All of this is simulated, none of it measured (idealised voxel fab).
The process module presented herein is designated voxel wiring stack.
280 nm wide, 5 nm square cells: that's cross-section cut.
How to read a cross-section here: the picture is a grid of square cells, written as bands going from the top down, and any band can span one or more rows of cells. The band entry comprises the height of the band's top followed by the height of its bottom, expressed in nm, and subsequently the band's materials from left to right, each stated together with its width in nm. Where a single material is marked with the word "edge to edge", that material fills the band from edge to edge. The word "empty" represents empty space. Zero point of the height axis is 0; under it, received wafer = one material. Lowest band: continues down indefinitely, "0 -> down". A two-number width, for instance "30..40", indicates that the width is equal to the first number in the top row of the band and to the second number in the bottom row, and that it changes by a constant amount per row of cells. No cell of the cross-section changed in a step that is given as "nothing changed". "Trapped cavities" means: voids of 8 cells or more that are shut off from the top with no open way through. Written width x height at distance, distance from the left edge, in nm. Where a step's line continues beyond its settings, the continuation is a remark by the simulator itself on that step. "overlay nm" denotes, for a step that has a mask, the displacement of the mask to the right of its planned place, with negative values corresponding to the left.

-- Listed below are the process steps as planned
1. RECEIVE (material Si)
2. CONFORMAL_DEP (material SiO2; thk nm 15)
3. CONFORMAL_DEP (material SiN; thk nm 5)
4. DIRECTIONAL_DEP (material lowk; thk nm 15)
5. DIRECTIONAL_DEP (material aC; thk nm 15)
6. PATTERN (tone open; mask id METAL_1; material resist; width nm 25; pitch nm 55; thk nm 35; overlay nm 0)
7. DIRECTIONAL_ETCH (etch materials aC; depth nm 15)
8. STRIP (etch materials resist)
9. DIRECTIONAL_ETCH (etch materials lowk; depth nm 15)
10. DIRECTIONAL_ETCH (etch materials SiN; depth nm 5)
11. STRIP (etch materials aC)
12. CONFORMAL_DEP (material TiN; thk nm 5)
13. FILL_DEP (material Cu; thk nm 10)
14. CMP (height nm 35)
15. EPI (material Ru; thk nm 5)
16. FILL_DEP (material SiCN; thk nm 5)
17. DIRECTIONAL_DEP (material SiO2; thk nm 25)
18. MASKED_ETCH (tone open; mask id METAL_2; width nm 25; pitch nm 55; etch materials SiO2; depth nm 15; overlay nm 0)
19. PATTERN (tone open; mask id METAL_2_HOLES; material resist; width nm 15; thk nm 20; overlay nm 0)
20. DIRECTIONAL_ETCH (etch materials SiO2; depth nm 10)
21. DIRECTIONAL_ETCH (etch materials SiCN; depth nm 5)
22. STRIP (etch materials resist)
23. CONFORMAL_DEP (material TiN; thk nm 5)
24. FILL_DEP (material Cu; thk nm 5)
25. CMP (height nm 70)
26. CONFORMAL_DEP (material SiCN; thk nm 5)
27. DIRECTIONAL_DEP (material SiO2; thk nm 30)
28. PATTERN (tone open; mask id METAL_3; material resist; width nm 25; pitch nm 55; thk nm 15; overlay nm 0)
29. DIRECTIONAL_ETCH (etch materials SiO2; depth nm 15)
30. STRIP (etch materials resist)
31. PATTERN (tone open; mask id METAL_3_HOLES; material resist; width nm 15; pitch nm 55; thk nm 15; overlay nm 0)
32. DIRECTIONAL_ETCH (etch materials SiO2; depth nm 15)
33. DIRECTIONAL_ETCH (etch materials SiCN; depth nm 5)
34. STRIP (etch materials resist)
35. CONFORMAL_DEP (material TiN; thk nm 5)
36. FILL_DEP (material Ru; thk nm 10)
37. CMP (height nm 105)
38. CONFORMAL_DEP (material SiCN; thk nm 5)

-- Of two wafers, the first: run according to plan

-- Wafer cross-section on receipt, i.e. after step 1
- 0 -> down  Si edge to edge
- Trapped cavities: none

-- So this is the wafer cross-section right after step 2
- 15 -> 0  SiO2 edge to edge
- Rest of section, below 0: as before.

-- So this is the wafer cross-section right after step 3
- 20 -> 15  SiN edge to edge
- Rest of section, below 15: as before.

-- So this is the wafer cross-section right after step 4
- 35 -> 20  lowk edge to edge
- Rest of section, below 20: as before.

-- So this is the wafer cross-section right after step 5
- 50 -> 35  aC edge to edge
- Rest of section, below 35: as before.

-- So this is the wafer cross-section right after step 6
- 85 -> 50  100 of resist  25 of empty  30 of resist  25 of empty  100 of resist
- Rest of section, below 50: as before.

-- So this is the wafer cross-section right after step 7
- 70 -> 50  100 of resist  25 of empty  30 of resist  25 of empty  100 of resist
- 50 -> 35  100 of aC  25 of empty  30 of aC  25 of empty  100 of aC
- Rest of section, below 35: as before.

-- So this is the wafer cross-section right after step 8
- 50 -> 35  100 of aC  25 of empty  30 of aC  25 of empty  100 of aC
- Rest of section, below 35: as before.

-- So this is the wafer cross-section right after step 9
- 50 -> 35  100 of aC  25 of empty  30 of aC  25 of empty  100 of aC
- 35 -> 20  100 of lowk  25 of empty  30 of lowk  25 of empty  100 of lowk
- Rest of section, below 20: as before.

-- So this is the wafer cross-section right after step 10
- 50 -> 35  100 of aC  25 of empty  30 of aC  25 of empty  100 of aC
- 35 -> 20  100 of lowk  25 of empty  30 of lowk  25 of empty  100 of lowk
- 20 -> 15  100 of SiN  25 of empty  30 of SiN  25 of empty  100 of SiN
- Rest of section, below 15: as before.

-- So this is the wafer cross-section right after step 11
- 35 -> 20  100 of lowk  25 of empty  30 of lowk  25 of empty  100 of lowk
- Rest of section, below 20: as before.

-- So this is the wafer cross-section right after step 12
- 40 -> 35  105 of TiN  15 of empty  40 of TiN  15 of empty  105 of TiN
- 35 -> 20  100 of lowk  5 of TiN  15 of empty  5 of TiN  30 of lowk  5 of TiN  15 of empty  5 of TiN  100 of lowk
- 20 -> 15  100 of SiN  25 of TiN  30 of SiN  25 of TiN  100 of SiN
- Rest of section, below 15: as before.

-- So this is the wafer cross-section right after step 13
- 50 -> 40  Cu edge to edge
- 40 -> 35  105 of TiN  15 of Cu  40 of TiN  15 of Cu  105 of TiN
- 35 -> 20  100 of lowk  5 of TiN  15 of Cu  5 of TiN  30 of lowk  5 of TiN  15 of Cu  5 of TiN  100 of lowk
- Rest of section, below 20: as before.

-- So this is the wafer cross-section right after step 14
- 35 -> 20  100 of lowk  5 of TiN  15 of Cu  5 of TiN  30 of lowk  5 of TiN  15 of Cu  5 of TiN  100 of lowk
- Rest of section, below 20: as before.

-- So this is the wafer cross-section right after step 15
- 40 -> 35  95 of empty  35 of Ru  20 of empty  35 of Ru  95 of empty
- Rest of section, below 35: as before.

-- So this is the wafer cross-section right after step 16
- 45 -> 40  SiCN edge to edge
- 40 -> 35  95 of SiCN  35 of Ru  20 of SiCN  35 of Ru  95 of SiCN
- Rest of section, below 35: as before.

-- So this is the wafer cross-section right after step 17
- 70 -> 45  SiO2 edge to edge
- Rest of section, below 45: as before.

-- So this is the wafer cross-section right after step 18
- 70 -> 55  100 of SiO2  25 of empty  30 of SiO2  25 of empty  100 of SiO2
- Rest of section, below 55: as before.

-- So this is the wafer cross-section right after step 19
- 90 -> 70  100 of resist  15 of empty  165 of resist
- 70 -> 55  100 of SiO2  15 of empty  10 of resist  30 of SiO2  25 of resist  100 of SiO2
- Rest of section, below 55: as before.

-- So this is the wafer cross-section right after step 20
- 90 -> 70  100 of resist  15 of empty  165 of resist
- 70 -> 55  100 of SiO2  15 of empty  10 of resist  30 of SiO2  25 of resist  100 of SiO2
- 55 -> 45  100 of SiO2  15 of empty  165 of SiO2
- Rest of section, below 45: as before.

-- So this is the wafer cross-section right after step 21
- 90 -> 70  100 of resist  15 of empty  165 of resist
- 70 -> 55  100 of SiO2  15 of empty  10 of resist  30 of SiO2  25 of resist  100 of SiO2
- 55 -> 45  100 of SiO2  15 of empty  165 of SiO2
- 45 -> 40  100 of SiCN  15 of empty  165 of SiCN
- Rest of section, below 40: as before.

-- So this is the wafer cross-section right after step 22
- 70 -> 55  100 of SiO2  25 of empty  30 of SiO2  25 of empty  100 of SiO2
- Rest of section, below 55: as before.

-- So this is the wafer cross-section right after step 23
- 75 -> 70  105 of TiN  15 of empty  40 of TiN  15 of empty  105 of TiN
- 70 -> 60  100 of SiO2  5 of TiN  15 of empty  5 of TiN  30 of SiO2  5 of TiN  15 of empty  5 of TiN  100 of SiO2
- 60 -> 55  100 of SiO2  5 of TiN  5 of empty  15 of TiN  30 of SiO2  25 of TiN  100 of SiO2
- 55 -> 45  100 of SiO2  5 of TiN  5 of empty  5 of TiN  165 of SiO2
- 45 -> 40  100 of SiCN  15 of TiN  165 of SiCN
- Rest of section, below 40: as before.

-- So this is the wafer cross-section right after step 24
- 80 -> 75  Cu edge to edge
- 75 -> 70  105 of TiN  15 of Cu  40 of TiN  15 of Cu  105 of TiN
- 70 -> 60  100 of SiO2  5 of TiN  15 of Cu  5 of TiN  30 of SiO2  5 of TiN  15 of Cu  5 of TiN  100 of SiO2
- 60 -> 55  100 of SiO2  5 of TiN  5 of Cu  15 of TiN  30 of SiO2  25 of TiN  100 of SiO2
- 55 -> 45  100 of SiO2  5 of TiN  5 of Cu  5 of TiN  165 of SiO2
- Rest of section, below 45: as before.

-- So this is the wafer cross-section right after step 25
- 70 -> 60  100 of SiO2  5 of TiN  15 of Cu  5 of TiN  30 of SiO2  5 of TiN  15 of Cu  5 of TiN  100 of SiO2
- Rest of section, below 60: as before.

-- So this is the wafer cross-section right after step 26
- 75 -> 70  SiCN edge to edge
- Rest of section, below 70: as before.

-- So this is the wafer cross-section right after step 27
- 105 -> 75  SiO2 edge to edge
- Rest of section, below 75: as before.

-- So this is the wafer cross-section right after step 28
- 120 -> 105  100 of resist  25 of empty  30 of resist  25 of empty  100 of resist
- Rest of section, below 105: as before.

-- So this is the wafer cross-section right after step 29
- 120 -> 105  100 of resist  25 of empty  30 of resist  25 of empty  100 of resist
- 105 -> 90  100 of SiO2  25 of empty  30 of SiO2  25 of empty  100 of SiO2
- Rest of section, below 90: as before.

-- So this is the wafer cross-section right after step 30
- 105 -> 90  100 of SiO2  25 of empty  30 of SiO2  25 of empty  100 of SiO2
- Rest of section, below 90: as before.

-- So this is the wafer cross-section right after step 31
- 120 -> 105  100 of resist  15 of empty  40 of resist  15 of empty  110 of resist
- 105 -> 90  100 of SiO2  15 of empty  10 of resist  30 of SiO2  15 of empty  10 of resist  100 of SiO2
- Rest of section, below 90: as before.

-- So this is the wafer cross-section right after step 32
- 120 -> 105  100 of resist  15 of empty  40 of resist  15 of empty  110 of resist
- 105 -> 90  100 of SiO2  15 of empty  10 of resist  30 of SiO2  15 of empty  10 of resist  100 of SiO2
- 90 -> 75  100 of SiO2  15 of empty  40 of SiO2  15 of empty  110 of SiO2
- Rest of section, below 75: as before.

-- So this is the wafer cross-section right after step 33
- 120 -> 105  100 of resist  15 of empty  40 of resist  15 of empty  110 of resist
- 105 -> 90  100 of SiO2  15 of empty  10 of resist  30 of SiO2  15 of empty  10 of resist  100 of SiO2
- 90 -> 75  100 of SiO2  15 of empty  40 of SiO2  15 of empty  110 of SiO2
- 75 -> 70  100 of SiCN  15 of empty  40 of SiCN  15 of empty  110 of SiCN
- Rest of section, below 70: as before.

-- So this is the wafer cross-section right after step 34
- 105 -> 90  100 of SiO2  25 of empty  30 of SiO2  25 of empty  100 of SiO2
- Rest of section, below 90: as before.

-- So this is the wafer cross-section right after step 35
- 110 -> 105  105 of TiN  15 of empty  40 of TiN  15 of empty  105 of TiN
- 105 -> 95  100 of SiO2  5 of TiN  15 of empty  5 of TiN  30 of SiO2  5 of TiN  15 of empty  5 of TiN  100 of SiO2
- 95 -> 90  100 of SiO2  5 of TiN  5 of empty  15 of TiN  30 of SiO2  5 of TiN  5 of empty  15 of TiN  100 of SiO2
- 90 -> 75  100 of SiO2  5 of TiN  5 of empty  5 of TiN  40 of SiO2  5 of TiN  5 of empty  5 of TiN  110 of SiO2
- 75 -> 70  100 of SiCN  15 of TiN  40 of SiCN  15 of TiN  110 of SiCN
- Rest of section, below 70: as before.

-- So this is the wafer cross-section right after step 36
- 120 -> 110  Ru edge to edge
- 110 -> 105  105 of TiN  15 of Ru  40 of TiN  15 of Ru  105 of TiN
- 105 -> 95  100 of SiO2  5 of TiN  15 of Ru  5 of TiN  30 of SiO2  5 of TiN  15 of Ru  5 of TiN  100 of SiO2
- 95 -> 90  100 of SiO2  5 of TiN  5 of Ru  15 of TiN  30 of SiO2  5 of TiN  5 of Ru  15 of TiN  100 of SiO2
- 90 -> 75  100 of SiO2  5 of TiN  5 of Ru  5 of TiN  40 of SiO2  5 of TiN  5 of Ru  5 of TiN  110 of SiO2
- Rest of section, below 75: as before.

-- So this is the wafer cross-section right after step 37
- 105 -> 95  100 of SiO2  5 of TiN  15 of Ru  5 of TiN  30 of SiO2  5 of TiN  15 of Ru  5 of TiN  100 of SiO2
- Rest of section, below 95: as before.

-- So this is the wafer cross-section right after step 38
- 110 -> 105  SiCN edge to edge
- Rest of section, below 105: as before.

-- The second wafer began exactly as the first did and followed the same plan, but one mistake was made while running it; through step 1 inclusive, the two wafers are identical

-- when step 2 should have ended
- 30 -> 0  SiO2 edge to edge
- Rest of section, below 0: as before.

-- when step 3 should have ended
- 35 -> 30  SiN edge to edge
- Rest of section, below 30: as before.

-- when step 4 should have ended
- 50 -> 35  lowk edge to edge
- Rest of section, below 35: as before.

-- when step 5 should have ended
- 65 -> 50  aC edge to edge
- Rest of section, below 50: as before.

-- when step 6 should have ended
- 100 -> 65  100 of resist  25 of empty  30 of resist  25 of empty  100 of resist
- Rest of section, below 65: as before.

-- when step 7 should have ended
- 85 -> 65  100 of resist  25 of empty  30 of resist  25 of empty  100 of resist
- 65 -> 50  100 of aC  25 of empty  30 of aC  25 of empty  100 of aC
- Rest of section, below 50: as before.

-- when step 8 should have ended
- 65 -> 50  100 of aC  25 of empty  30 of aC  25 of empty  100 of aC
- Rest of section, below 50: as before.

-- when step 9 should have ended
- 65 -> 50  100 of aC  25 of empty  30 of aC  25 of empty  100 of aC
- 50 -> 35  100 of lowk  25 of empty  30 of lowk  25 of empty  100 of lowk
- Rest of section, below 35: as before.

-- when step 10 should have ended
- 65 -> 50  100 of aC  25 of empty  30 of aC  25 of empty  100 of aC
- 50 -> 35  100 of lowk  25 of empty  30 of lowk  25 of empty  100 of lowk
- 35 -> 30  100 of SiN  25 of empty  30 of SiN  25 of empty  100 of SiN
- Rest of section, below 30: as before.

-- when step 11 should have ended
- 50 -> 35  100 of lowk  25 of empty  30 of lowk  25 of empty  100 of lowk
- Rest of section, below 35: as before.

-- when step 12 should have ended
- 55 -> 50  105 of TiN  15 of empty  40 of TiN  15 of empty  105 of TiN
- 50 -> 35  100 of lowk  5 of TiN  15 of empty  5 of TiN  30 of lowk  5 of TiN  15 of empty  5 of TiN  100 of lowk
- 35 -> 30  100 of SiN  25 of TiN  30 of SiN  25 of TiN  100 of SiN
- Rest of section, below 30: as before.

-- when step 13 should have ended
- 65 -> 55  Cu edge to edge
- 55 -> 50  105 of TiN  15 of Cu  40 of TiN  15 of Cu  105 of TiN
- 50 -> 35  100 of lowk  5 of TiN  15 of Cu  5 of TiN  30 of lowk  5 of TiN  15 of Cu  5 of TiN  100 of lowk
- Rest of section, below 35: as before.

-- when step 14 should have ended
- 35 -> 30  100 of SiN  25 of TiN  30 of SiN  25 of TiN  100 of SiN
- Rest of section, below 30: as before.

-- when step 15 should have ended
- 40 -> 35  95 of empty  35 of Ru  20 of empty  35 of Ru  95 of empty
- Rest of section, below 35: as before.

-- when step 16 should have ended
- 45 -> 40  SiCN edge to edge
- 40 -> 35  95 of SiCN  35 of Ru  20 of SiCN  35 of Ru  95 of SiCN
- Rest of section, below 35: as before.

-- when step 17 should have ended
- 70 -> 45  SiO2 edge to edge
- Rest of section, below 45: as before.

-- when step 18 should have ended
- 70 -> 55  100 of SiO2  25 of empty  30 of SiO2  25 of empty  100 of SiO2
- Rest of section, below 55: as before.

-- when step 19 should have ended
- 90 -> 70  100 of resist  15 of empty  165 of resist
- 70 -> 55  100 of SiO2  15 of empty  10 of resist  30 of SiO2  25 of resist  100 of SiO2
- Rest of section, below 55: as before.

-- when step 20 should have ended
- 90 -> 70  100 of resist  15 of empty  165 of resist
- 70 -> 55  100 of SiO2  15 of empty  10 of resist  30 of SiO2  25 of resist  100 of SiO2
- 55 -> 45  100 of SiO2  15 of empty  165 of SiO2
- Rest of section, below 45: as before.

-- when step 21 should have ended
- 90 -> 70  100 of resist  15 of empty  165 of resist
- 70 -> 55  100 of SiO2  15 of empty  10 of resist  30 of SiO2  25 of resist  100 of SiO2
- 55 -> 45  100 of SiO2  15 of empty  165 of SiO2
- 45 -> 40  100 of SiCN  15 of empty  165 of SiCN
- Rest of section, below 40: as before.

-- when step 22 should have ended
- 70 -> 55  100 of SiO2  25 of empty  30 of SiO2  25 of empty  100 of SiO2
- Rest of section, below 55: as before.

-- when step 23 should have ended
- 75 -> 70  105 of TiN  15 of empty  40 of TiN  15 of empty  105 of TiN
- 70 -> 60  100 of SiO2  5 of TiN  15 of empty  5 of TiN  30 of SiO2  5 of TiN  15 of empty  5 of TiN  100 of SiO2
- 60 -> 55  100 of SiO2  5 of TiN  5 of empty  15 of TiN  30 of SiO2  25 of TiN  100 of SiO2
- 55 -> 45  100 of SiO2  5 of TiN  5 of empty  5 of TiN  165 of SiO2
- 45 -> 40  100 of SiCN  15 of TiN  165 of SiCN
- Rest of section, below 40: as before.

-- when step 24 should have ended
- 80 -> 75  Cu edge to edge
- 75 -> 70  105 of TiN  15 of Cu  40 of TiN  15 of Cu  105 of TiN
- 70 -> 60  100 of SiO2  5 of TiN  15 of Cu  5 of TiN  30 of SiO2  5 of TiN  15 of Cu  5 of TiN  100 of SiO2
- 60 -> 55  100 of SiO2  5 of TiN  5 of Cu  15 of TiN  30 of SiO2  25 of TiN  100 of SiO2
- 55 -> 45  100 of SiO2  5 of TiN  5 of Cu  5 of TiN  165 of SiO2
- Rest of section, below 45: as before.

-- when step 25 should have ended
- 70 -> 60  100 of SiO2  5 of TiN  15 of Cu  5 of TiN  30 of SiO2  5 of TiN  15 of Cu  5 of TiN  100 of SiO2
- Rest of section, below 60: as before.

-- when step 26 should have ended
- 75 -> 70  SiCN edge to edge
- Rest of section, below 70: as before.

-- when step 27 should have ended
- 105 -> 75  SiO2 edge to edge
- Rest of section, below 75: as before.

-- when step 28 should have ended
- 120 -> 105  100 of resist  25 of empty  30 of resist  25 of empty  100 of resist
- Rest of section, below 105: as before.

-- when step 29 should have ended
- 120 -> 105  100 of resist  25 of empty  30 of resist  25 of empty  100 of resist
- 105 -> 90  100 of SiO2  25 of empty  30 of SiO2  25 of empty  100 of SiO2
- Rest of section, below 90: as before.

-- when step 30 should have ended
- 105 -> 90  100 of SiO2  25 of empty  30 of SiO2  25 of empty  100 of SiO2
- Rest of section, below 90: as before.

-- when step 31 should have ended
- 120 -> 105  100 of resist  15 of empty  40 of resist  15 of empty  110 of resist
- 105 -> 90  100 of SiO2  15 of empty  10 of resist  30 of SiO2  15 of empty  10 of resist  100 of SiO2
- Rest of section, below 90: as before.

-- when step 32 should have ended
- 120 -> 105  100 of resist  15 of empty  40 of resist  15 of empty  110 of resist
- 105 -> 90  100 of SiO2  15 of empty  10 of resist  30 of SiO2  15 of empty  10 of resist  100 of SiO2
- 90 -> 75  100 of SiO2  15 of empty  40 of SiO2  15 of empty  110 of SiO2
- Rest of section, below 75: as before.

-- when step 33 should have ended
- 120 -> 105  100 of resist  15 of empty  40 of resist  15 of empty  110 of resist
- 105 -> 90  100 of SiO2  15 of empty  10 of resist  30 of SiO2  15 of empty  10 of resist  100 of SiO2
- 90 -> 75  100 of SiO2  15 of empty  40 of SiO2  15 of empty  110 of SiO2
- 75 -> 70  100 of SiCN  15 of empty  40 of SiCN  15 of empty  110 of SiCN
- Rest of section, below 70: as before.

-- when step 34 should have ended
- 105 -> 90  100 of SiO2  25 of empty  30 of SiO2  25 of empty  100 of SiO2
- Rest of section, below 90: as before.

-- when step 35 should have ended
- 110 -> 105  105 of TiN  15 of empty  40 of TiN  15 of empty  105 of TiN
- 105 -> 95  100 of SiO2  5 of TiN  15 of empty  5 of TiN  30 of SiO2  5 of TiN  15 of empty  5 of TiN  100 of SiO2
- 95 -> 90  100 of SiO2  5 of TiN  5 of empty  15 of TiN  30 of SiO2  5 of TiN  5 of empty  15 of TiN  100 of SiO2
- 90 -> 75  100 of SiO2  5 of TiN  5 of empty  5 of TiN  40 of SiO2  5 of TiN  5 of empty  5 of TiN  110 of SiO2
- 75 -> 70  100 of SiCN  15 of TiN  40 of SiCN  15 of TiN  110 of SiCN
- Rest of section, below 70: as before.

-- when step 36 should have ended
- 120 -> 110  Ru edge to edge
- 110 -> 105  105 of TiN  15 of Ru  40 of TiN  15 of Ru  105 of TiN
- 105 -> 95  100 of SiO2  5 of TiN  15 of Ru  5 of TiN  30 of SiO2  5 of TiN  15 of Ru  5 of TiN  100 of SiO2
- 95 -> 90  100 of SiO2  5 of TiN  5 of Ru  15 of TiN  30 of SiO2  5 of TiN  5 of Ru  15 of TiN  100 of SiO2
- 90 -> 75  100 of SiO2  5 of TiN  5 of Ru  5 of TiN  40 of SiO2  5 of TiN  5 of Ru  5 of TiN  110 of SiO2
- Rest of section, below 75: as before.

-- when step 37 should have ended
- 105 -> 95  100 of SiO2  5 of TiN  15 of Ru  5 of TiN  30 of SiO2  5 of TiN  15 of Ru  5 of TiN  100 of SiO2
- Rest of section, below 95: as before.

-- when step 38 should have ended
- 110 -> 105  SiCN edge to edge
- Rest of section, below 105: as before.
what went wrong: step 2 of the plan was executed twice over
End check, counted in cells, second wafer has more or fewer of these materials than the first: Cu: 18 fewer; SiO2: 168 more; TiN: 12 fewer; lowk: 138 fewer
